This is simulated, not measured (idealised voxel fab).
The following process module bears the name voxel local oxidation.
The figure presents cross-section cut, which has a width of 255 nm and is divided into square cells with an edge length of 5 nm.
Notation: cross-section as square-cell grid; stated in bands, top first, going down; one or more cell rows per band. What a band's entry tells you: where the top is and where the bottom is, as heights in nm, and after that what lies inside, material by material from left to right, each with its width in nm. Empty space is written as the word "blank", and a single material marked with the word "everywhere" occupies the band from edge to edge. Heads up on the height convention: 0 is the point under which the incoming wafer is all one material, and the lowest band has no bottom, it just keeps going down, like "0 down". A two-number width, for instance "30->40", indicates that the width is equal to the first number in the top row of the band and to the second number in the bottom row, and that it changes by a constant amount per row of cells. Basically "nothing altered" means that step didn't change any cell in the cross-section. "Closed void list": empty spaces of 8 cells or more with no open way to the top, each given as width x height at distance, distance from the left edge, all in nm. Anything after a step's settings on that line? It's the simulator's own note about the step. The optional step-line setting "overlay nm" applies to steps with a mask and quantifies how far to the right of its planned location the mask lay, a negative value indicating leftward placement.
**The steps planned for the process are as follows**
1. RECEIVE with material Si
2. CONFORMAL_DEP with material SiO2, thk nm 5
3. CONFORMAL_DEP with material SiN, thk nm 10
4. PATTERN with tone cover, mask id ACTIVE, material resist, width nm 95, pitch nm 120, thk nm 20, overlay nm 0
5. DIRECTIONAL_ETCH with etch materials SiN, depth nm 10
6. STRIP with etch materials resist
7. SELECTIVE_ETCH with etch materials SiO2, depth nm 5
8. OXIDIZE with depth nm 10
9. STRIP with etch materials SiN
**Incoming wafer, cross-sectional view, post step 1**
* 0 down | Si everywhere
* Closed void list: none
**Here's the cross-section of the first of our two wafers at the end of the module - it ran as planned**
* 5 to 0 | blank (25) | SiO2 (85) | blank (35) | SiO2 (85) | blank (25)
* 0 to -10 | SiO2 (35) | Si (65) | SiO2 (55) | Si (65) | SiO2 (35)
* -10 down | Si everywhere
* Closed void list: none
**Same start, same plan as the first wafer - but one mistake in the run. Cross-section of the second of the two at the end of the module**
* 10 to 0 | SiO2 everywhere
* 0 down | Si everywhere
* Closed void list: none
Where did the run depart from the plan? note that step 3 departed from the planned setting and was carried out as CONFORMAL_DEP with material SiO2, thk nm 10
Counted in cells at the end, the second wafer holds more or fewer of these materials than the first: Si: 50 more; SiO2: 18 more
